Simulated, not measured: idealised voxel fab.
A process module follows: voxel released beams.
Square cells of 5 nm make up the cross-section cut, whose width is 210 nm.
If you're reading a cross-section in this doc, picture square cells in a grid; it comes to you as bands, top ones listed first down to the bottom, and a band can be one or more rows of cells.
Heights first: top, then bottom, in nm. Then materials, left to right, each with a width in nm. "throughout" on a single material: fills the band edge to edge. "empty": empty space.
Height is counted from the level 0, under which the received wafer is composed throughout of one material. The lowest of the bands is not closed at the bottom but continues downward, in the notation "0 down".
A width such as "30..40" changes by the same amount from each row of cells to the next, from the band's top row to its bottom row.
Reading "everything unchanged" for a step: not a cell of the cross-section changed in it.
Listed in "Cavities, closed": every empty space of 8 or more cells without an open way to the top. Form: width x height at distance, the distance being from the left edge, all in nm.
On a step's line, text after the settings is the simulator commenting on that step.
The optional step-line setting "overlay nm" applies to steps with a mask and quantifies how far to the right of its planned location the mask lay, a negative value indicating leftward placement.
Below is the list of planned process steps
1. RECEIVE (material Si)
2. CONFORMAL_DEP (material SiN; thk nm 10)
3. DIRECTIONAL_DEP (material SiO2; thk nm 10)
4. PATTERN (tone open; mask id ANCHOR; material resist; width nm 45; thk nm 20; overlay nm 0)
5. DIRECTIONAL_ETCH (etch materials SiO2; depth nm 10)
6. STRIP (etch materials resist)
7. CONFORMAL_DEP (material W; thk nm 15)
8. PATTERN (tone cover; mask id BEAM; material resist; width nm 115; thk nm 15; overlay nm 0)
9. DIRECTIONAL_ETCH (etch materials W; depth nm 15)
10. STRIP (etch materials resist)
11. STRIP (etch materials SiO2)
Cross-section of the wafer as it came to us, i.e., already through step 1
> 0 down = Si throughout
> Cavities, closed: none
This is how the wafer looks in cross-section once the module is done, given the starting state and plan above and one mistake in carrying the plan out
> 50 to 35 = 45 empty, then 115 W, then 50 empty
> 35 to 20 = W throughout
> 20 to 10 = 50 SiO2, then 45 W, then 115 SiO2
> 10 to 0 = SiN throughout
> 0 down = Si throughout
> Cavities, closed: none
Run error: step 7 from the plan got run twice
